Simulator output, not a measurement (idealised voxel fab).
Process module under the name voxel transistor to metal
For reference, the cross-section in this document is cut, with width 255 nm and square cells of 5 nm.
In what follows, cross-sections appear as grids of square cells, described through bands that run from the top down, where every band is one or more rows of cells.
Basically the band line says how high the top is and how high the bottom is, in nm, and then what's in it from left to right, every material with its width in nm. Empty space shows up as "blank", and if a single material carries "full width" it runs the full band edge to edge.
Basically, 0 is our baseline, since under it the wafer straight out of the box is all one material. The bottom band has no lower end and keeps on going down, so it looks like "0 down".
Read "30->40" as a graded width: first number on top, second number at the bottom, same change between each pair of neighbouring rows.
Take "nothing altered" at face value: in the step it is given for, the cross-section changed in none of its cells.
In the "Sealed void inventory" entry, you get each enclosed empty space of 8 cells or more, one with no open way to the top, written width x height at distance, distance from the left edge, in nm.
On each step's line, the part that comes after the settings is the simulator's own comment on the step.
Steps that use a mask can have "overlay nm" on their line. It says how far the mask sat to the right of where it was meant to be. Negative means to the left.
Pairs ahead. Before: cross-section ahead of one process step. After: cross-section once the step is done, shown to the lowest changed band only. Under each pair: that step, with settings. Caution: pairs may come from different runs of this module on the same starting wafer; a pair follows the pair above only where its "Pre-process" entry says so.

[Pre-process]
40 to 35: SiO2 full width
35 to 25: 50 nm SiO2, then 10 nm SiN, then 20 nm SiCN, then 10 nm SiN, then 70 nm SiO2, then 10 nm SiN, then 20 nm SiCN, then 10 nm SiN, then 55 nm SiO2
25 to 10: 50 nm SiO2, then 10 nm SiN, then 20 nm polySi, then 10 nm SiN, then 70 nm SiO2, then 10 nm SiN, then 20 nm polySi, then 10 nm SiN, then 55 nm SiO2
10 to 5: 35 nm SiO2, then 15 nm nSi, then 10 nm SiN, then 20 nm polySi, then 10 nm SiN, then 15 nm nSi, then 40 nm SiO2, then 15 nm nSi, then 10 nm SiN, then 20 nm polySi, then 10 nm SiN, then 15 nm nSi, then 40 nm SiO2
5 to 0: 20 nm SiO2, then 10 nm SiN, then 5 nm SiO2, then 15 nm nSi, then 10 nm SiN, then 20 nm polySi, then 10 nm SiN, then 15 nm nSi, then 5 nm SiO2, then 10 nm SiN, then 10 nm SiO2, then 10 nm SiN, then 5 nm SiO2, then 15 nm nSi, then 10 nm SiN, then 20 nm polySi, then 10 nm SiN, then 15 nm nSi, then 5 nm SiO2, then 10 nm SiN, then 25 nm SiO2
0 to -5: 30 nm SiO2, then 20 nm nSi, then 40 nm SiO2, then 20 nm nSi, then 30 nm SiO2, then 20 nm nSi, then 40 nm SiO2, then 20 nm nSi, then 35 nm SiO2
-5 to -15: 30 nm SiO2, then 20 nm nSi, then 40 nm Si, then 20 nm nSi, then 30 nm SiO2, then 20 nm nSi, then 40 nm Si, then 20 nm nSi, then 35 nm SiO2
-15 to -30: 30 nm SiO2, then 80 nm Si, then 30 nm SiO2, then 80 nm Si, then 35 nm SiO2
-30 down: Si full width
Sealed void inventory: none

[Post-Process View]
50 to 35: SiO2 full width
At heights below 35, the structure remains unaltered.
Sealed void inventory: none
Step between the cross-sections above: DIRECTIONAL_DEP, material SiO2, thk nm 10

Pre-process: the state before this step is the cross-section shown after the step in the pair just above.

[Post-Process View]
65 to 50: 30 nm resist, then 25 nm blank, then 30 nm resist, then 25 nm blank, then 30 nm resist, then 25 nm blank, then 30 nm resist, then 25 nm blank, then 35 nm resist
At heights below 50, the structure remains unaltered.
Sealed void inventory: none
Step between the cross-sections above: PATTERN, tone open, mask id CONTACT, material resist, width nm 25, pitch nm 55, thk nm 15, overlay nm 0

Pre-process: the state before this step is the cross-section shown after the step in the pair just above.

[Post-Process View]
65 to 50: 30 nm resist, then 25 nm blank, then 30 nm resist, then 25 nm blank, then 30 nm resist, then 25 nm blank, then 30 nm resist, then 25 nm blank, then 35 nm resist
50 to 35: 30 nm SiO2, then 25 nm blank, then 30 nm SiO2, then 25 nm blank, then 30 nm SiO2, then 25 nm blank, then 30 nm SiO2, then 25 nm blank, then 35 nm SiO2
35 to 25: 30 nm SiO2, then 20 nm blank, then 10 nm SiN, then 20 nm SiCN, then 10 nm SiN, then 20 nm blank, then 30 nm SiO2, then 20 nm blank, then 10 nm SiN, then 20 nm SiCN, then 10 nm SiN, then 20 nm blank, then 35 nm SiO2
25 to 10: 30 nm SiO2, then 20 nm blank, then 10 nm SiN, then 20 nm polySi, then 10 nm SiN, then 20 nm blank, then 30 nm SiO2, then 20 nm blank, then 10 nm SiN, then 20 nm polySi, then 10 nm SiN, then 20 nm blank, then 35 nm SiO2
10 to 5: 30 nm SiO2, then 5 nm blank, then 15 nm nSi, then 10 nm SiN, then 20 nm polySi, then 10 nm SiN, then 15 nm nSi, then 5 nm blank, then 30 nm SiO2, then 5 nm blank, then 15 nm nSi, then 10 nm SiN, then 20 nm polySi, then 10 nm SiN, then 15 nm nSi, then 5 nm blank, then 35 nm SiO2
5 to 0: 20 nm SiO2, then 10 nm SiN, then 5 nm blank, then 15 nm nSi, then 10 nm SiN, then 20 nm polySi, then 10 nm SiN, then 15 nm nSi, then 5 nm blank, then 10 nm SiN, then 10 nm SiO2, then 10 nm SiN, then 5 nm blank, then 15 nm nSi, then 10 nm SiN, then 20 nm polySi, then 10 nm SiN, then 15 nm nSi, then 5 nm blank, then 10 nm SiN, then 25 nm SiO2
At heights below 0, the structure remains unaltered.
Sealed void inventory: none
Step between the cross-sections above: DIRECTIONAL_ETCH, etch materials SiO2, depth nm 50

Pre-process: the state before this step is the cross-section shown after the step in the pair just above.

[Post-Process View]
50 to 35: 30 nm SiO2, then 25 nm blank, then 30 nm SiO2, then 25 nm blank, then 30 nm SiO2, then 25 nm blank, then 30 nm SiO2, then 25 nm blank, then 35 nm SiO2
At heights below 35, the structure remains unaltered.
Sealed void inventory: none
Step between the cross-sections above: STRIP, etch materials resist

Pre-process: the state before this step is the cross-section shown after the step in the pair just above.

[Post-Process View]
55 to 50: 35 nm TiN, then 15 nm blank, then 40 nm TiN, then 15 nm blank, then 40 nm TiN, then 15 nm blank, then 40 nm TiN, then 15 nm blank, then 40 nm TiN
50 to 40: 30 nm SiO2, then 5 nm TiN, then 15 nm blank, then 5 nm TiN, then 30 nm SiO2, then 5 nm TiN, then 15 nm blank, then 5 nm TiN, then 30 nm SiO2, then 5 nm TiN, then 15 nm blank, then 5 nm TiN, then 30 nm SiO2, then 5 nm TiN, then 15 nm blank, then 5 nm TiN, then 35 nm SiO2
40 to 35: 30 nm SiO2, then 5 nm TiN, then 10 nm blank, then 10 nm TiN, then 30 nm SiO2, then 10 nm TiN, then 10 nm blank, then 5 nm TiN, then 30 nm SiO2, then 5 nm TiN, then 10 nm blank, then 10 nm TiN, then 30 nm SiO2, then 10 nm TiN, then 10 nm blank, then 5 nm TiN, then 35 nm SiO2
35 to 25: 30 nm SiO2, then 5 nm TiN, then 10 nm blank, then 5 nm TiN, then 10 nm SiN, then 20 nm SiCN, then 10 nm SiN, then 5 nm TiN, then 10 nm blank, then 5 nm TiN, then 30 nm SiO2, then 5 nm TiN, then 10 nm blank, then 5 nm TiN, then 10 nm SiN, then 20 nm SiCN, then 10 nm SiN, then 5 nm TiN, then 10 nm blank, then 5 nm TiN, then 35 nm SiO2
25 to 15: 30 nm SiO2, then 5 nm TiN, then 10 nm blank, then 5 nm TiN, then 10 nm SiN, then 20 nm polySi, then 10 nm SiN, then 5 nm TiN, then 10 nm blank, then 5 nm TiN, then 30 nm SiO2, then 5 nm TiN, then 10 nm blank, then 5 nm TiN, then 10 nm SiN, then 20 nm polySi, then 10 nm SiN, then 5 nm TiN, then 10 nm blank, then 5 nm TiN, then 35 nm SiO2
15 to 10: 30 nm SiO2, then 20 nm TiN, then 10 nm SiN, then 20 nm polySi, then 10 nm SiN, then 20 nm TiN, then 30 nm SiO2, then 20 nm TiN, then 10 nm SiN, then 20 nm polySi, then 10 nm SiN, then 20 nm TiN, then 35 nm SiO2
10 to 5: 30 nm SiO2, then 5 nm TiN, then 15 nm nSi, then 10 nm SiN, then 20 nm polySi, then 10 nm SiN, then 15 nm nSi, then 5 nm TiN, then 30 nm SiO2, then 5 nm TiN, then 15 nm nSi, then 10 nm SiN, then 20 nm polySi, then 10 nm SiN, then 15 nm nSi, then 5 nm TiN, then 35 nm SiO2
5 to 0: 20 nm SiO2, then 10 nm SiN, then 5 nm TiN, then 15 nm nSi, then 10 nm SiN, then 20 nm polySi, then 10 nm SiN, then 15 nm nSi, then 5 nm TiN, then 10 nm SiN, then 10 nm SiO2, then 10 nm SiN, then 5 nm TiN, then 15 nm nSi, then 10 nm SiN, then 20 nm polySi, then 10 nm SiN, then 15 nm nSi, then 5 nm TiN, then 10 nm SiN, then 25 nm SiO2
At heights below 0, the structure remains unaltered.
Sealed void inventory: none
Step between the cross-sections above: CONFORMAL_DEP, material TiN, thk nm 5

Pre-process: the state before this step is the cross-section shown after the step in the pair just above.

[Post-Process View]
60 to 55: Ru full width
55 to 50: 35 nm TiN, then 15 nm Ru, then 40 nm TiN, then 15 nm Ru, then 40 nm TiN, then 15 nm Ru, then 40 nm TiN, then 15 nm Ru, then 40 nm TiN
50 to 40: 30 nm SiO2, then 5 nm TiN, then 15 nm Ru, then 5 nm TiN, then 30 nm SiO2, then 5 nm TiN, then 15 nm Ru, then 5 nm TiN, then 30 nm SiO2, then 5 nm TiN, then 15 nm Ru, then 5 nm TiN, then 30 nm SiO2, then 5 nm TiN, then 15 nm Ru, then 5 nm TiN, then 35 nm SiO2
40 to 35: 30 nm SiO2, then 5 nm TiN, then 10 nm Ru, then 10 nm TiN, then 30 nm SiO2, then 10 nm TiN, then 10 nm Ru, then 5 nm TiN, then 30 nm SiO2, then 5 nm TiN, then 10 nm Ru, then 10 nm TiN, then 30 nm SiO2, then 10 nm TiN, then 10 nm Ru, then 5 nm TiN, then 35 nm SiO2
35 to 25: 30 nm SiO2, then 5 nm TiN, then 10 nm Ru, then 5 nm TiN, then 10 nm SiN, then 20 nm SiCN, then 10 nm SiN, then 5 nm TiN, then 10 nm Ru, then 5 nm TiN, then 30 nm SiO2, then 5 nm TiN, then 10 nm Ru, then 5 nm TiN, then 10 nm SiN, then 20 nm SiCN, then 10 nm SiN, then 5 nm TiN, then 10 nm Ru, then 5 nm TiN, then 35 nm SiO2
25 to 15: 30 nm SiO2, then 5 nm TiN, then 10 nm Ru, then 5 nm TiN, then 10 nm SiN, then 20 nm polySi, then 10 nm SiN, then 5 nm TiN, then 10 nm Ru, then 5 nm TiN, then 30 nm SiO2, then 5 nm TiN, then 10 nm Ru, then 5 nm TiN, then 10 nm SiN, then 20 nm polySi, then 10 nm SiN, then 5 nm TiN, then 10 nm Ru, then 5 nm TiN, then 35 nm SiO2
At heights below 15, the structure remains unaltered.
Sealed void inventory: none
Step between the cross-sections above: FILL_DEP, material Ru, thk nm 5

Pre-process: the state before this step is the cross-section shown after the step in the pair just above.

[Post-Process View]
50 to 40: 30 nm SiO2, then 5 nm TiN, then 15 nm Ru, then 5 nm TiN, then 30 nm SiO2, then 5 nm TiN, then 15 nm Ru, then 5 nm TiN, then 30 nm SiO2, then 5 nm TiN, then 15 nm Ru, then 5 nm TiN, then 30 nm SiO2, then 5 nm TiN, then 15 nm Ru, then 5 nm TiN, then 35 nm SiO2
At heights below 40, the structure remains unaltered.
Sealed void inventory: none
Step between the cross-sections above: CMP, height nm 50

Pre-process: the state before this step is the cross-section shown after the step in the pair just above.

[Post-Process View]
55 to 50: TiN full width
At heights below 50, the structure remains unaltered.
Sealed void inventory: none
Step between the cross-sections above: DIRECTIONAL_DEP, material TiN, thk nm 5

Pre-process: the state before this step is the cross-section shown after the step in the pair just above.

[Post-Process View]
70 to 55: Ru full width
At heights below 55, the structure remains unaltered.
Sealed void inventory: none
Step between the cross-sections above: DIRECTIONAL_DEP, material Ru, thk nm 15

Pre-process: the state before this step is the cross-section shown after the step in the pair just above.

[Post-Process View]
70 to 55: 30 nm blank, then 15 nm Ru, then 50 nm blank, then 15 nm Ru, then 30 nm blank, then 15 nm Ru, then 50 nm blank, then 15 nm Ru, then 35 nm blank
At heights below 55, the structure remains unaltered.
Sealed void inventory: none
Step between the cross-sections above: MASKED_ETCH, tone cover, mask id METAL_1, width nm 15, etch materials Ru, depth nm 15, overlay nm 0

Pre-process: the state before this step is the cross-section shown after the step in the pair just above.

[Post-Process View]
70 to 55: 30 nm blank, then 15 nm Ru, then 50 nm blank, then 15 nm Ru, then 30 nm blank, then 15 nm Ru, then 50 nm blank, then 15 nm Ru, then 35 nm blank
55 to 50: 30 nm blank, then 15 nm TiN, then 50 nm blank, then 15 nm TiN, then 30 nm blank, then 15 nm TiN, then 50 nm blank, then 15 nm TiN, then 35 nm blank
At heights below 50, the structure remains unaltered.
Sealed void inventory: none
Step between the cross-sections above: MASKED_ETCH, tone cover, mask id METAL_1, width nm 15, etch materials TiN, depth nm 5, overlay nm 0

Pre-process: the state before this step is the cross-section shown after the step in the pair just above.

[Post-Process View]
75 to 70: 25 nm blank, then 25 nm SiN, then 40 nm blank, then 25 nm SiN, then 20 nm blank, then 25 nm SiN, then 40 nm blank, then 25 nm SiN, then 30 nm blank
70 to 55: 25 nm blank, then 5 nm SiN, then 15 nm Ru, then 5 nm SiN, then 40 nm blank, then 5 nm SiN, then 15 nm Ru, then 5 nm SiN, then 20 nm blank, then 5 nm SiN, then 15 nm Ru, then 5 nm SiN, then 40 nm blank, then 5 nm SiN, then 15 nm Ru, then 5 nm SiN, then 30 nm blank
55 to 50: 30 nm SiN, then 15 nm TiN, then 50 nm SiN, then 15 nm TiN, then 30 nm SiN, then 15 nm TiN, then 50 nm SiN, then 15 nm TiN, then 35 nm SiN
At heights below 50, the structure remains unaltered.
Sealed void inventory: none
Step between the cross-sections above: CONFORMAL_DEP, material SiN, thk nm 5

Pre-process: the state before this step is the cross-section shown after the step in the pair just above.

[Post-Process View]
85 to 75: SiO2 full width
75 to 70: 25 nm SiO2, then 25 nm SiN, then 40 nm SiO2, then 25 nm SiN, then 20 nm SiO2, then 25 nm SiN, then 40 nm SiO2, then 25 nm SiN, then 30 nm SiO2
70 to 55: 25 nm SiO2, then 5 nm SiN, then 15 nm Ru, then 5 nm SiN, then 40 nm SiO2, then 5 nm SiN, then 15 nm Ru, then 5 nm SiN, then 20 nm SiO2, then 5 nm SiN, then 15 nm Ru, then 5 nm SiN, then 40 nm SiO2, then 5 nm SiN, then 15 nm Ru, then 5 nm SiN, then 30 nm SiO2
At heights below 55, the structure remains unaltered.
Sealed void inventory: none
Step between the cross-sections above: FILL_DEP, material SiO2, thk nm 10

Pre-process: the state before this step is the cross-section shown after the step in the pair just above.

[Post-Process View]
70 to 55: 25 nm SiO2, then 5 nm SiN, then 15 nm Ru, then 5 nm SiN, then 40 nm SiO2, then 5 nm SiN, then 15 nm Ru, then 5 nm SiN, then 20 nm SiO2, then 5 nm SiN, then 15 nm Ru, then 5 nm SiN, then 40 nm SiO2, then 5 nm SiN, then 15 nm Ru, then 5 nm SiN, then 30 nm SiO2
At heights below 55, the structure remains unaltered.
Sealed void inventory: none
Step between the cross-sections above: CMP, height nm 70

Pre-process: the state before this step is the cross-section shown after the step in the pair just above.

[Post-Process View]
75 to 70: SiCN full width
At heights below 70, the structure remains unaltered.
Sealed void inventory: none
Step between the cross-sections above: CONFORMAL_DEP, material SiCN, thk nm 5

Pre-process: the state before this step is the cross-section shown after the step in the pair just above.

[Post-Process View]
105 to 75: SiO2 full width
At heights below 75, the structure remains unaltered.
Sealed void inventory: none
Step between the cross-sections above: DIRECTIONAL_DEP, material SiO2, thk nm 30

Pre-process: the state before this step is the cross-section shown after the step in the pair just above.

[Post-Process View]
105 to 90: 30 nm SiO2, then 15 nm blank, then 95 nm SiO2, then 15 nm blank, then 100 nm SiO2
At heights below 90, the structure remains unaltered.
Sealed void inventory: none
Step between the cross-sections above: MASKED_ETCH, tone open, mask id METAL_2, width nm 15, pitch nm 110, etch materials SiO2, depth nm 15, overlay nm 0

Pre-process: the state before this step is the cross-section shown after the step in the pair just above.

[Post-Process View]
115 to 105: 30 nm aC, then 15 nm blank, then 95 nm aC, then 15 nm blank, then 100 nm aC
105 to 100: 30 nm SiO2, then 15 nm blank, then 95 nm SiO2, then 15 nm blank, then 100 nm SiO2
100 to 90: 30 nm SiO2, then 15 nm aC, then 95 nm SiO2, then 15 nm aC, then 100 nm SiO2
At heights below 90, the structure remains unaltered.
Sealed void inventory: none
Step between the cross-sections above: DIRECTIONAL_DEP, material aC, thk nm 10

Pre-process: the state before this step is the cross-section shown after the step in the pair just above.

[Post-Process View]
145 to 115: 30 nm resist, then 15 nm blank, then 95 nm resist, then 15 nm blank, then 100 nm resist
At heights below 115, the structure remains unaltered.
Sealed void inventory: none
Step between the cross-sections above: PATTERN, tone open, mask id METAL_2_HOLES, material resist, width nm 15, pitch nm 110, thk nm 30, overlay nm 0

Pre-process: the state before this step is the cross-section shown after the step in the pair just above.

[Post-Process View]
135 to 115: 30 nm resist, then 15 nm blank, then 95 nm resist, then 15 nm blank, then 100 nm resist
115 to 105: 30 nm aC, then 15 nm blank, then 95 nm aC, then 15 nm blank, then 100 nm aC
105 to 90: 30 nm SiO2, then 15 nm blank, then 95 nm SiO2, then 15 nm blank, then 100 nm SiO2
At heights below 90, the structure remains unaltered.
Sealed void inventory: none
Step between the cross-sections above: DIRECTIONAL_ETCH, etch materials aC, depth nm 10

Pre-process: the state before this step is the cross-section shown after the step in the pair just above.

[Post-Process View]
115 to 105: 30 nm aC, then 15 nm blank, then 95 nm aC, then 15 nm blank, then 100 nm aC
At heights below 105, the structure remains unaltered.
Sealed void inventory: none
Step between the cross-sections above: STRIP, etch materials resist

Pre-process: the state before this step is the cross-section shown after the step in the pair just above.

[Post-Process View]
115 to 105: 30 nm aC, then 15 nm blank, then 95 nm aC, then 15 nm blank, then 100 nm aC
105 to 75: 30 nm SiO2, then 15 nm blank, then 95 nm SiO2, then 15 nm blank, then 100 nm SiO2
At heights below 75, the structure remains unaltered.
Sealed void inventory: none
Step between the cross-sections above: DIRECTIONAL_ETCH, etch materials SiO2, depth nm 15

Pre-process: the state before this step is the cross-section shown after the step in the pair just above.

[Post-Process View]
115 to 105: 30 nm aC, then 15 nm blank, then 95 nm aC, then 15 nm blank, then 100 nm aC
105 to 75: 30 nm SiO2, then 15 nm blank, then 95 nm SiO2, then 15 nm blank, then 100 nm SiO2
75 to 70: 30 nm SiCN, then 15 nm blank, then 95 nm SiCN, then 15 nm blank, then 100 nm SiCN
At heights below 70, the structure remains unaltered.
Sealed void inventory: none
Step between the cross-sections above: DIRECTIONAL_ETCH, etch materials SiCN, depth nm 5

Pre-process: the state before this step is the cross-section shown after the step in the pair just above.

[Post-Process View]
105 to 75: 30 nm SiO2, then 15 nm blank, then 95 nm SiO2, then 15 nm blank, then 100 nm SiO2
At heights below 75, the structure remains unaltered.
Sealed void inventory: none
Step between the cross-sections above: STRIP, etch materials aC

Pre-process: the state before this step is the cross-section shown after the step in the pair just above.

[Post-Process View]
110 to 105: 35 nm TiN, then 5 nm blank, then 105 nm TiN, then 5 nm blank, then 105 nm TiN
105 to 75: 30 nm SiO2, then 5 nm TiN, then 5 nm blank, then 5 nm TiN, then 95 nm SiO2, then 5 nm TiN, then 5 nm blank, then 5 nm TiN, then 100 nm SiO2
75 to 70: 30 nm SiCN, then 15 nm TiN, then 95 nm SiCN, then 15 nm TiN, then 100 nm SiCN
At heights below 70, the structure remains unaltered.
Sealed void inventory: none
Step between the cross-sections above: CONFORMAL_DEP, material TiN, thk nm 5

Pre-process: the state before this step is the cross-section shown after the step in the pair just above.

[Post-Process View]
115 to 110: Ru full width
110 to 105: 35 nm TiN, then 5 nm Ru, then 105 nm TiN, then 5 nm Ru, then 105 nm TiN
105 to 75: 30 nm SiO2, then 5 nm TiN, then 5 nm Ru, then 5 nm TiN, then 95 nm SiO2, then 5 nm TiN, then 5 nm Ru, then 5 nm TiN, then 100 nm SiO2
At heights below 75, the structure remains unaltered.
Sealed void inventory: none
Step between the cross-sections above: FILL_DEP, material Ru, thk nm 5

Pre-process: the state before this step is the cross-section shown after the step in the pair just above.

[Post-Process View]
105 to 75: 30 nm SiO2, then 5 nm TiN, then 5 nm Ru, then 5 nm TiN, then 95 nm SiO2, then 5 nm TiN, then 5 nm Ru, then 5 nm TiN, then 100 nm SiO2
At heights below 75, the structure remains unaltered.
Sealed void inventory: none
Step between the cross-sections above: CMP, height nm 105

Pre-process: the state before this step is the cross-section shown after the step in the pair just above.

[Post-Process View]
110 to 105: SiN full width
At heights below 105, the structure remains unaltered.
Sealed void inventory: none
Step between the cross-sections above: CONFORMAL_DEP, material SiN, thk nm 5

[Pre-process]
45 to 40: 20 nm SiCN, then 100 nm blank, then 10 nm SiCN, then 100 nm blank, then 25 nm SiCN
40 to 30: SiCN full width
30 to 25: 20 nm polySi, then 100 nm SiCN, then 10 nm polySi, then 100 nm SiCN, then 25 nm polySi
25 to 5: polySi full width
5 to 0: 20 nm SiO2, then 100 nm polySi, then 10 nm SiO2, then 100 nm polySi, then 25 nm SiO2
0 to -5: SiO2 full width
-5 to -30: 30 nm SiO2, then 80 nm Si, then 30 nm SiO2, then 80 nm Si, then 35 nm SiO2
-30 down: Si full width
Sealed void inventory: none

[Post-Process View]
65 to 45: 55 nm blank, then 30 nm resist, then 80 nm blank, then 30 nm resist, then 60 nm blank
45 to 40: 20 nm SiCN, then 35 nm blank, then 30 nm resist, then 35 nm blank, then 10 nm SiCN, then 35 nm blank, then 30 nm resist, then 35 nm blank, then 25 nm SiCN
At heights below 40, the structure remains unaltered.
Sealed void inventory: none
Step between the cross-sections above: PATTERN, tone cover, mask id GATE, material resist, width nm 30, pitch nm 110, thk nm 20, overlay nm 0

Pre-process: the state before this step is the cross-section shown after the step in the pair just above.

[Post-Process View]
65 to 40: 55 nm blank, then 30 nm resist, then 80 nm blank, then 30 nm resist, then 60 nm blank
40 to 30: 55 nm blank, then 30 nm SiCN, then 80 nm blank, then 30 nm SiCN, then 60 nm blank
30 to 25: 20 nm polySi, then 35 nm blank, then 30 nm SiCN, then 35 nm blank, then 10 nm polySi, then 35 nm blank, then 30 nm SiCN, then 35 nm blank, then 25 nm polySi
At heights below 25, the structure remains unaltered.
Sealed void inventory: none
Step between the cross-sections above: DIRECTIONAL_ETCH, etch materials SiCN, depth nm 25

Pre-process: the state before this step is the cross-section shown after the step in the pair just above.

[Post-Process View]
65 to 40: 55 nm blank, then 30 nm resist, then 80 nm blank, then 30 nm resist, then 60 nm blank
40 to 25: 55 nm blank, then 30 nm SiCN, then 80 nm blank, then 30 nm SiCN, then 60 nm blank
25 to 5: 55 nm blank, then 30 nm polySi, then 80 nm blank, then 30 nm polySi, then 60 nm blank
5 to 0: 20 nm SiO2, then 35 nm blank, then 30 nm polySi, then 35 nm blank, then 10 nm SiO2, then 35 nm blank, then 30 nm polySi, then 35 nm blank, then 25 nm SiO2
At heights below 0, the structure remains unaltered.
Sealed void inventory: none
Step between the cross-sections above: DIRECTIONAL_ETCH, etch materials polySi, depth nm 35

Pre-process: the state before this step is the cross-section shown after the step in the pair just above.

[Post-Process View]
40 to 25: 55 nm blank, then 30 nm SiCN, then 80 nm blank, then 30 nm SiCN, then 60 nm blank
At heights below 25, the structure remains unaltered.
Sealed void inventory: none
Step between the cross-sections above: STRIP, etch materials resist

Pre-process: the state before this step is the cross-section shown after the step in the pair just above.

[Post-Process View]
50 to 40: 45 nm blank, then 50 nm SiN, then 60 nm blank, then 50 nm SiN, then 50 nm blank
40 to 25: 45 nm blank, then 10 nm SiN, then 30 nm SiCN, then 10 nm SiN, then 60 nm blank, then 10 nm SiN, then 30 nm SiCN, then 10 nm SiN, then 50 nm blank
25 to 15: 45 nm blank, then 10 nm SiN, then 30 nm polySi, then 10 nm SiN, then 60 nm blank, then 10 nm SiN, then 30 nm polySi, then 10 nm SiN, then 50 nm blank
15 to 10: 30 nm SiN, then 15 nm blank, then 10 nm SiN, then 30 nm polySi, then 10 nm SiN, then 15 nm blank, then 30 nm SiN, then 15 nm blank, then 10 nm SiN, then 30 nm polySi, then 10 nm SiN, then 15 nm blank, then 35 nm SiN
10 to 5: 55 nm SiN, then 30 nm polySi, then 80 nm SiN, then 30 nm polySi, then 60 nm SiN
5 to 0: 20 nm SiO2, then 35 nm SiN, then 30 nm polySi, then 35 nm SiN, then 10 nm SiO2, then 35 nm SiN, then 30 nm polySi, then 35 nm SiN, then 25 nm SiO2
At heights below 0, the structure remains unaltered.
Sealed void inventory: none
Step between the cross-sections above: CONFORMAL_DEP, material SiN, thk nm 10

Pre-process: the state before this step is the cross-section shown after the step in the pair just above.

[Post-Process View]
40 to 25: 45 nm blank, then 10 nm SiN, then 30 nm SiCN, then 10 nm SiN, then 60 nm blank, then 10 nm SiN, then 30 nm SiCN, then 10 nm SiN, then 50 nm blank
25 to 5: 45 nm blank, then 10 nm SiN, then 30 nm polySi, then 10 nm SiN, then 60 nm blank, then 10 nm SiN, then 30 nm polySi, then 10 nm SiN, then 50 nm blank
5 to 0: 20 nm SiO2, then 10 nm SiN, then 15 nm blank, then 10 nm SiN, then 30 nm polySi, then 10 nm SiN, then 15 nm blank, then 10 nm SiN, then 10 nm SiO2, then 10 nm SiN, then 15 nm blank, then 10 nm SiN, then 30 nm polySi, then 10 nm SiN, then 15 nm blank, then 10 nm SiN, then 25 nm SiO2
At heights below 0, the structure remains unaltered.
Sealed void inventory: none
Step between the cross-sections above: DIRECTIONAL_ETCH, etch materials SiN, depth nm 10

Pre-process: the state before this step is the cross-section shown after the step in the pair just above.

[Post-Process View]
40 to 25: 45 nm blank, then 10 nm SiN, then 30 nm SiCN, then 10 nm SiN, then 60 nm blank, then 10 nm SiN, then 30 nm SiCN, then 10 nm SiN, then 50 nm blank
25 to 5: 45 nm blank, then 10 nm SiN, then 30 nm polySi, then 10 nm SiN, then 60 nm blank, then 10 nm SiN, then 30 nm polySi, then 10 nm SiN, then 50 nm blank
5 to 0: 20 nm blank, then 10 nm SiN, then 15 nm blank, then 10 nm SiN, then 30 nm polySi, then 10 nm SiN, then 15 nm blank, then 10 nm SiN, then 10 nm blank, then 10 nm SiN, then 15 nm blank, then 10 nm SiN, then 30 nm polySi, then 10 nm SiN, then 15 nm blank, then 10 nm SiN, then 25 nm blank
0 to -5: 30 nm SiO2, then 15 nm blank, then 50 nm SiO2, then 15 nm blank, then 30 nm SiO2, then 15 nm blank, then 50 nm SiO2, then 15 nm blank, then 35 nm SiO2
At heights below -5, the structure remains unaltered.
Sealed void inventory: none
Step between the cross-sections above: DIRECTIONAL_ETCH, etch materials SiO2, depth nm 5

Pre-process: the state before this step is the cross-section shown after the step in the pair just above.

[Post-Process View]
40 to 25: 45 nm blank, then 10 nm SiN, then 30 nm SiCN, then 10 nm SiN, then 60 nm blank, then 10 nm SiN, then 30 nm SiCN, then 10 nm SiN, then 50 nm blank
25 to 5: 45 nm blank, then 10 nm SiN, then 30 nm polySi, then 10 nm SiN, then 60 nm blank, then 10 nm SiN, then 30 nm polySi, then 10 nm SiN, then 50 nm blank
5 to 0: 20 nm blank, then 10 nm SiN, then 15 nm blank, then 10 nm SiN, then 30 nm polySi, then 10 nm SiN, then 15 nm blank, then 10 nm SiN, then 10 nm blank, then 10 nm SiN, then 15 nm blank, then 10 nm SiN, then 30 nm polySi, then 10 nm SiN, then 15 nm blank, then 10 nm SiN, then 25 nm blank
0 to -5: 30 nm SiO2, then 15 nm blank, then 50 nm SiO2, then 15 nm blank, then 30 nm SiO2, then 15 nm blank, then 50 nm SiO2, then 15 nm blank, then 35 nm SiO2
-5 to -15: 30 nm SiO2, then 15 nm blank, then 50 nm Si, then 15 nm blank, then 30 nm SiO2, then 15 nm blank, then 50 nm Si, then 15 nm blank, then 35 nm SiO2
At heights below -15, the structure remains unaltered.
Sealed void inventory: none
Step between the cross-sections above: DIRECTIONAL_ETCH, etch materials Si, depth nm 10

Pre-process: the state before this step is the cross-section shown after the step in the pair just above.

[Post-Process View]
40 to 25: 45 nm blank, then 10 nm SiN, then 30 nm SiCN, then 10 nm SiN, then 60 nm blank, then 10 nm SiN, then 30 nm SiCN, then 10 nm SiN, then 50 nm blank
25 to 10: 45 nm blank, then 10 nm SiN, then 30 nm polySi, then 10 nm SiN, then 60 nm blank, then 10 nm SiN, then 30 nm polySi, then 10 nm SiN, then 50 nm blank
10 to 5: 30 nm blank, then 15 nm nSi, then 10 nm SiN, then 30 nm polySi, then 10 nm SiN, then 15 nm nSi, then 30 nm blank, then 15 nm nSi, then 10 nm SiN, then 30 nm polySi, then 10 nm SiN, then 15 nm nSi, then 35 nm blank
5 to 0: 20 nm blank, then 10 nm SiN, then 15 nm nSi, then 10 nm SiN, then 30 nm polySi, then 10 nm SiN, then 15 nm nSi, then 10 nm SiN, then 10 nm blank, then 10 nm SiN, then 15 nm nSi, then 10 nm SiN, then 30 nm polySi, then 10 nm SiN, then 15 nm nSi, then 10 nm SiN, then 25 nm blank
0 to -5: 30 nm SiO2, then 15 nm nSi, then 50 nm SiO2, then 15 nm nSi, then 30 nm SiO2, then 15 nm nSi, then 50 nm SiO2, then 15 nm nSi, then 35 nm SiO2
-5 to -15: 30 nm SiO2, then 15 nm nSi, then 50 nm Si, then 15 nm nSi, then 30 nm SiO2, then 15 nm nSi, then 50 nm Si, then 15 nm nSi, then 35 nm SiO2
At heights below -15, the structure remains unaltered.
Sealed void inventory: none
Step between the cross-sections above: EPI, material nSi, thk nm 15
